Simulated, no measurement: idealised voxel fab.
Process module, titled voxel fin reveal
Cross-sectional view cut (width: 275 nm; square cell size: 5 nm).
Reading order for cross-sections: top band down to bottom band. Underlying form: a grid of square cells. Band size: one or more rows of cells.
What a band's entry tells you: where the top is and where the bottom is, as heights in nm, and after that what lies inside, material by material from left to right, each with its width in nm. Empty space is written as the word "blank", and a single material marked with the word "edge to edge" occupies the band from edge to edge.
The reference from which all heights are counted is 0, the level beneath which the as-received wafer is entirely one material; the lowest band, having no lower bound, proceeds downward and is written after the example "z 0 and below".
Width "30 to 40": first value at the band's top row of cells, second value at its bottom row, equal change from row to row.
"nothing got changed" (step): cross-section cells unchanged, all of them.
"Closed empty spaces" lists enclosed empty spaces (at least 8 cells, no open path upward to the top), each as width x height at distance from the left edge, in nm.
after a step's settings: what the simulator itself notes on the step
The setting "overlay nm" may be written on the line of a step. When the step uses a mask, the value reports how far to the right of the planned place the mask lay, and a negative value reports that it lay to the left.

-- Planned step list for the process
1 RECEIVE: material Si
2 CONFORMAL_DEP: material SiN, thk nm 5
3 MASKED_ETCH: tone cover, mask id FINS, width nm 15, pitch nm 35, etch materials SiN, depth nm 5, overlay nm 0
4 MASKED_ETCH: tone cover, mask id FINS, width nm 15, pitch nm 35, etch materials Si, depth nm 40, overlay nm 0
5 OXIDIZE: depth nm 5
6 FILL_DEP: material SiO2, thk nm 15
7 CMP: height nm 5
8 SELECTIVE_ETCH: etch materials SiO2, depth nm 20
9 STRIP: etch materials SiN

-- Incoming wafer, cross-sectional view, post step 1
z 0 and below: Si edge to edge
Closed empty spaces: none

-- first wafer at the end, as planned
z 0 to -15: blank 80  Si 5  blank 30  Si 5  blank 30  Si 5  blank 30  Si 5  blank 85
z -15 to -45: SiO2 80  Si 5  SiO2 30  Si 5  SiO2 30  Si 5  SiO2 30  Si 5  SiO2 85
z -45 and below: Si edge to edge
Closed empty spaces: none

-- Cross-section of the latter of the two wafers at module completion. It had an identical start and an identical plan to the former; in running it, one mistake was made
z 0 to -15: blank 80  Si 5  blank 30  Si 5  blank 30  Si 5  blank 30  Si 5  blank 85
z -15 to -20: SiO2 55  blank 25  Si 5  blank 30  Si 5  blank 30  Si 5  blank 30  Si 5  blank 25  SiO2 60
z -20 to -45: SiO2 80  Si 5  SiO2 30  Si 5  SiO2 30  Si 5  SiO2 30  Si 5  SiO2 85
z -45 and below: Si edge to edge
Closed empty spaces: none
So what did we get wrong on this run? mixed up steps 8 and 9 - ran each in the other's place
Final difference in cells, second wafer against first, listed per material as more or fewer: SiO2: 28 fewer
